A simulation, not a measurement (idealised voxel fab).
process module | voxel self aligned contacts
cross-section cut | 250 nm wide | cells 5 nm
A cross-section is a grid of square cells, given in bands from the top down. A band is one or more rows of cells.
Each band's line starts with the height of the band's top and of its bottom, in nm. Then come its materials from left to right, each with its width in nm. One material with "throughout" fills the band from edge to edge. "air" is empty space.
Height 0 is the level under which the wafer as received is all one material. The lowest band goes on downwards, as in "0 down".
A width such as "30 to 40" changes by the same amount from each row of cells to the next, from the band's top row to its bottom row.
"no change" after a step means that no cell of the cross-section changed.
closed voids: empty space of 8 cells or more with no open way to the top, each as width x height at its distance from the left edge, in nm
after a step's settings: what the simulator itself notes on the step
overlay nm, on a step with a mask: how far to the right of its planned place the mask lay; to the left if negative
plan
1 op RECEIVE | material Si
2 op OXIDIZE | depth nm 5
3 op DIRECTIONAL_DEP | material polySi | thk nm 30
4 op DIRECTIONAL_DEP | material SiN | thk nm 15
5 op DIRECTIONAL_DEP | material aC | thk nm 10
6 op PATTERN | tone cover | mask id GATE | material resist | width nm 30 | pitch nm 55 | thk nm 25 | overlay nm 0
7 op DIRECTIONAL_ETCH | etch materials aC | depth nm 10
8 op STRIP | etch materials resist
9 op DIRECTIONAL_ETCH | etch materials SiN | depth nm 15
10 op DIRECTIONAL_ETCH | etch materials polySi | depth nm 30
11 op STRIP | etch materials aC
12 op CONFORMAL_DEP | material SiN | thk nm 5
13 op DIRECTIONAL_ETCH | etch materials SiN | depth nm 5
14 op FILL_DEP | material SiO2 | thk nm 15
15 op CMP | height nm 55
16 op DIRECTIONAL_DEP | material aC | thk nm 10
17 op PATTERN | tone open | mask id CONTACT | material resist | width nm 35 | pitch nm 55 | thk nm 25 | overlay nm 0
18 op DIRECTIONAL_ETCH | etch materials aC | depth nm 10
19 op STRIP | etch materials resist
20 op DIRECTIONAL_ETCH | etch materials SiO2 | depth nm 60
21 op STRIP | etch materials aC
22 op CONFORMAL_DEP | material TiN | thk nm 5
23 op FILL_DEP | material W | thk nm 10
24 op CMP | height nm 55
25 op CONFORMAL_DEP | material SiCN | thk nm 5
first wafer, as planned
as received, after step 1
  0 down: Si throughout
  closed voids: none
after step 2
  0 to -5: SiO2 throughout
  below -5: unchanged
after step 3
  30 to 0: polySi throughout
  below 0: unchanged
after step 4
  45 to 30: SiN throughout
  below 30: unchanged
after step 5
  55 to 45: aC throughout
  below 45: unchanged
after step 6
  80 to 55: air 55 | resist 30 | air 25 | resist 30 | air 25 | resist 30 | air 55
  below 55: unchanged
after step 7
  70 to 55: air 55 | resist 30 | air 25 | resist 30 | air 25 | resist 30 | air 55
  55 to 45: air 55 | aC 30 | air 25 | aC 30 | air 25 | aC 30 | air 55
  below 45: unchanged
after step 8
  55 to 45: air 55 | aC 30 | air 25 | aC 30 | air 25 | aC 30 | air 55
  below 45: unchanged
after step 9
  55 to 45: air 55 | aC 30 | air 25 | aC 30 | air 25 | aC 30 | air 55
  45 to 30: air 55 | SiN 30 | air 25 | SiN 30 | air 25 | SiN 30 | air 55
  below 30: unchanged
after step 10
  55 to 45: air 55 | aC 30 | air 25 | aC 30 | air 25 | aC 30 | air 55
  45 to 30: air 55 | SiN 30 | air 25 | SiN 30 | air 25 | SiN 30 | air 55
  30 to 0: air 55 | polySi 30 | air 25 | polySi 30 | air 25 | polySi 30 | air 55
  below 0: unchanged
after step 11
  45 to 30: air 55 | SiN 30 | air 25 | SiN 30 | air 25 | SiN 30 | air 55
  below 30: unchanged
after step 12
  50 to 30: air 50 | SiN 40 | air 15 | SiN 40 | air 15 | SiN 40 | air 50
  30 to 5: air 50 | SiN 5 | polySi 30 | SiN 5 | air 15 | SiN 5 | polySi 30 | SiN 5 | air 15 | SiN 5 | polySi 30 | SiN 5 | air 50
  5 to 0: SiN 55 | polySi 30 | SiN 25 | polySi 30 | SiN 25 | polySi 30 | SiN 55
  below 0: unchanged
after step 13
  45 to 30: air 50 | SiN 40 | air 15 | SiN 40 | air 15 | SiN 40 | air 50
  30 to 0: air 50 | SiN 5 | polySi 30 | SiN 5 | air 15 | SiN 5 | polySi 30 | SiN 5 | air 15 | SiN 5 | polySi 30 | SiN 5 | air 50
  below 0: unchanged
after step 14
  60 to 45: SiO2 throughout
  45 to 30: SiO2 50 | SiN 40 | SiO2 15 | SiN 40 | SiO2 15 | SiN 40 | SiO2 50
  30 to 0: SiO2 50 | SiN 5 | polySi 30 | SiN 5 | SiO2 15 | SiN 5 | polySi 30 | SiN 5 | SiO2 15 | SiN 5 | polySi 30 | SiN 5 | SiO2 50
  below 0: unchanged
after step 15
  55 to 45: SiO2 throughout
  below 45: unchanged
after step 16
  65 to 55: aC throughout
  below 55: unchanged
after step 17
  90 to 65: resist 80 | air 35 | resist 20 | air 35 | resist 80
  below 65: unchanged
after step 18
  80 to 65: resist 80 | air 35 | resist 20 | air 35 | resist 80
  65 to 55: aC 80 | air 35 | aC 20 | air 35 | aC 80
  below 55: unchanged
after step 19
  65 to 55: aC 80 | air 35 | aC 20 | air 35 | aC 80
  below 55: unchanged
after step 20
  65 to 55: aC 80 | air 35 | aC 20 | air 35 | aC 80
  55 to 45: SiO2 80 | air 35 | SiO2 20 | air 35 | SiO2 80
  45 to 30: SiO2 50 | SiN 40 | air 15 | SiN 40 | air 15 | SiN 40 | SiO2 50
  30 to 0: SiO2 50 | SiN 5 | polySi 30 | SiN 5 | air 15 | SiN 5 | polySi 30 | SiN 5 | air 15 | SiN 5 | polySi 30 | SiN 5 | SiO2 50
  0 to -5: SiO2 90 | air 15 | SiO2 40 | air 15 | SiO2 90
  below -5: unchanged
after step 21
  55 to 45: SiO2 80 | air 35 | SiO2 20 | air 35 | SiO2 80
  below 45: unchanged
after step 22
  60 to 55: TiN 85 | air 25 | TiN 30 | air 25 | TiN 85
  55 to 45: SiO2 80 | TiN 5 to 15 | air 25 to 5 | TiN 5 to 15 | SiO2 20 | TiN 5 to 15 | air 25 to 5 | TiN 5 to 15 | SiO2 80
  45 to 30: SiO2 50 | SiN 40 | TiN 5 | air 5 | TiN 5 | SiN 40 | TiN 5 | air 5 | TiN 5 | SiN 40 | SiO2 50
  30 to 0: SiO2 50 | SiN 5 | polySi 30 | SiN 5 | TiN 5 | air 5 | TiN 5 | SiN 5 | polySi 30 | SiN 5 | TiN 5 | air 5 | TiN 5 | SiN 5 | polySi 30 | SiN 5 | SiO2 50
  0 to -5: SiO2 90 | TiN 15 | SiO2 40 | TiN 15 | SiO2 90
  below -5: unchanged
after step 23
  70 to 60: W throughout
  60 to 55: TiN 85 | W 25 | TiN 30 | W 25 | TiN 85
  55 to 45: SiO2 80 | TiN 5 to 15 | W 25 to 5 | TiN 5 to 15 | SiO2 20 | TiN 5 to 15 | W 25 to 5 | TiN 5 to 15 | SiO2 80
  45 to 30: SiO2 50 | SiN 40 | TiN 5 | W 5 | TiN 5 | SiN 40 | TiN 5 | W 5 | TiN 5 | SiN 40 | SiO2 50
  30 to 0: SiO2 50 | SiN 5 | polySi 30 | SiN 5 | TiN 5 | W 5 | TiN 5 | SiN 5 | polySi 30 | SiN 5 | TiN 5 | W 5 | TiN 5 | SiN 5 | polySi 30 | SiN 5 | SiO2 50
  below 0: unchanged
after step 24
  55 to 45: SiO2 80 | TiN 5 to 15 | W 25 to 5 | TiN 5 to 15 | SiO2 20 | TiN 5 to 15 | W 25 to 5 | TiN 5 to 15 | SiO2 80
  below 45: unchanged
after step 25
  60 to 55: SiCN throughout
  below 55: unchanged
second wafer: like start, like plan, one mistake. Through step 2 it matches the first wafer
when step 3 should have ended
  15 to 0: SiN throughout
  below 0: unchanged
when step 4 should have ended
  45 to 15: polySi throughout
  below 15: unchanged
when step 5 should have ended
  55 to 45: aC throughout
  below 45: unchanged
when step 6 should have ended
  80 to 55: air 55 | resist 30 | air 25 | resist 30 | air 25 | resist 30 | air 55
  below 55: unchanged
when step 7 should have ended
  70 to 55: air 55 | resist 30 | air 25 | resist 30 | air 25 | resist 30 | air 55
  55 to 45: air 55 | aC 30 | air 25 | aC 30 | air 25 | aC 30 | air 55
  below 45: unchanged
when step 8 should have ended
  55 to 45: air 55 | aC 30 | air 25 | aC 30 | air 25 | aC 30 | air 55
  below 45: unchanged
when step 9 should have ended: no change
when step 10 should have ended
  55 to 45: air 55 | aC 30 | air 25 | aC 30 | air 25 | aC 30 | air 55
  45 to 15: air 55 | polySi 30 | air 25 | polySi 30 | air 25 | polySi 30 | air 55
  below 15: unchanged
when step 11 should have ended
  45 to 15: air 55 | polySi 30 | air 25 | polySi 30 | air 25 | polySi 30 | air 55
  below 15: unchanged
when step 12 should have ended
  50 to 45: air 50 | SiN 40 | air 15 | SiN 40 | air 15 | SiN 40 | air 50
  45 to 20: air 50 | SiN 5 | polySi 30 | SiN 5 | air 15 | SiN 5 | polySi 30 | SiN 5 | air 15 | SiN 5 | polySi 30 | SiN 5 | air 50
  20 to 15: SiN 55 | polySi 30 | SiN 25 | polySi 30 | SiN 25 | polySi 30 | SiN 55
  below 15: unchanged
when step 13 should have ended
  45 to 15: air 50 | SiN 5 | polySi 30 | SiN 5 | air 15 | SiN 5 | polySi 30 | SiN 5 | air 15 | SiN 5 | polySi 30 | SiN 5 | air 50
  below 15: unchanged
when step 14 should have ended
  60 to 45: SiO2 throughout
  45 to 15: SiO2 50 | SiN 5 | polySi 30 | SiN 5 | SiO2 15 | SiN 5 | polySi 30 | SiN 5 | SiO2 15 | SiN 5 | polySi 30 | SiN 5 | SiO2 50
  below 15: unchanged
when step 15 should have ended
  55 to 45: SiO2 throughout
  below 45: unchanged
when step 16 should have ended
  65 to 55: aC throughout
  below 55: unchanged
when step 17 should have ended
  90 to 65: resist 80 | air 35 | resist 20 | air 35 | resist 80
  below 65: unchanged
when step 18 should have ended
  80 to 65: resist 80 | air 35 | resist 20 | air 35 | resist 80
  65 to 55: aC 80 | air 35 | aC 20 | air 35 | aC 80
  below 55: unchanged
when step 19 should have ended
  65 to 55: aC 80 | air 35 | aC 20 | air 35 | aC 80
  below 55: unchanged
when step 20 should have ended
  65 to 55: aC 80 | air 35 | aC 20 | air 35 | aC 80
  55 to 45: SiO2 80 | air 35 | SiO2 20 | air 35 | SiO2 80
  45 to 15: SiO2 50 | SiN 5 | polySi 30 | SiN 5 | air 15 | SiN 5 | polySi 30 | SiN 5 | air 15 | SiN 5 | polySi 30 | SiN 5 | SiO2 50
  below 15: unchanged
when step 21 should have ended
  55 to 45: SiO2 80 | air 35 | SiO2 20 | air 35 | SiO2 80
  below 45: unchanged
when step 22 should have ended
  60 to 55: TiN 85 | air 25 | TiN 30 | air 25 | TiN 85
  55 to 45: SiO2 80 | TiN 5 to 15 | air 25 to 5 | TiN 5 to 15 | SiO2 20 | TiN 5 to 15 | air 25 to 5 | TiN 5 to 15 | SiO2 80
  45 to 20: SiO2 50 | SiN 5 | polySi 30 | SiN 5 | TiN 5 | air 5 | TiN 5 | SiN 5 | polySi 30 | SiN 5 | TiN 5 | air 5 | TiN 5 | SiN 5 | polySi 30 | SiN 5 | SiO2 50
  20 to 15: SiO2 50 | SiN 5 | polySi 30 | SiN 5 | TiN 15 | SiN 5 | polySi 30 | SiN 5 | TiN 15 | SiN 5 | polySi 30 | SiN 5 | SiO2 50
  below 15: unchanged
when step 23 should have ended
  70 to 60: W throughout
  60 to 55: TiN 85 | W 25 | TiN 30 | W 25 | TiN 85
  55 to 45: SiO2 80 | TiN 5 to 15 | W 25 to 5 | TiN 5 to 15 | SiO2 20 | TiN 5 to 15 | W 25 to 5 | TiN 5 to 15 | SiO2 80
  45 to 20: SiO2 50 | SiN 5 | polySi 30 | SiN 5 | TiN 5 | W 5 | TiN 5 | SiN 5 | polySi 30 | SiN 5 | TiN 5 | W 5 | TiN 5 | SiN 5 | polySi 30 | SiN 5 | SiO2 50
  below 20: unchanged
when step 24 should have ended
  55 to 45: SiO2 80 | TiN 5 to 15 | W 25 to 5 | TiN 5 to 15 | SiO2 20 | TiN 5 to 15 | W 25 to 5 | TiN 5 to 15 | SiO2 80
  below 45: unchanged
when step 25 should have ended
  60 to 55: SiCN throughout
  below 55: unchanged
what went wrong: steps 3 and 4 were swapped
at the end the second wafer has, in cells: 78 more of SiN | 54 fewer of SiO2 | 16 fewer of TiN | 8 fewer of W
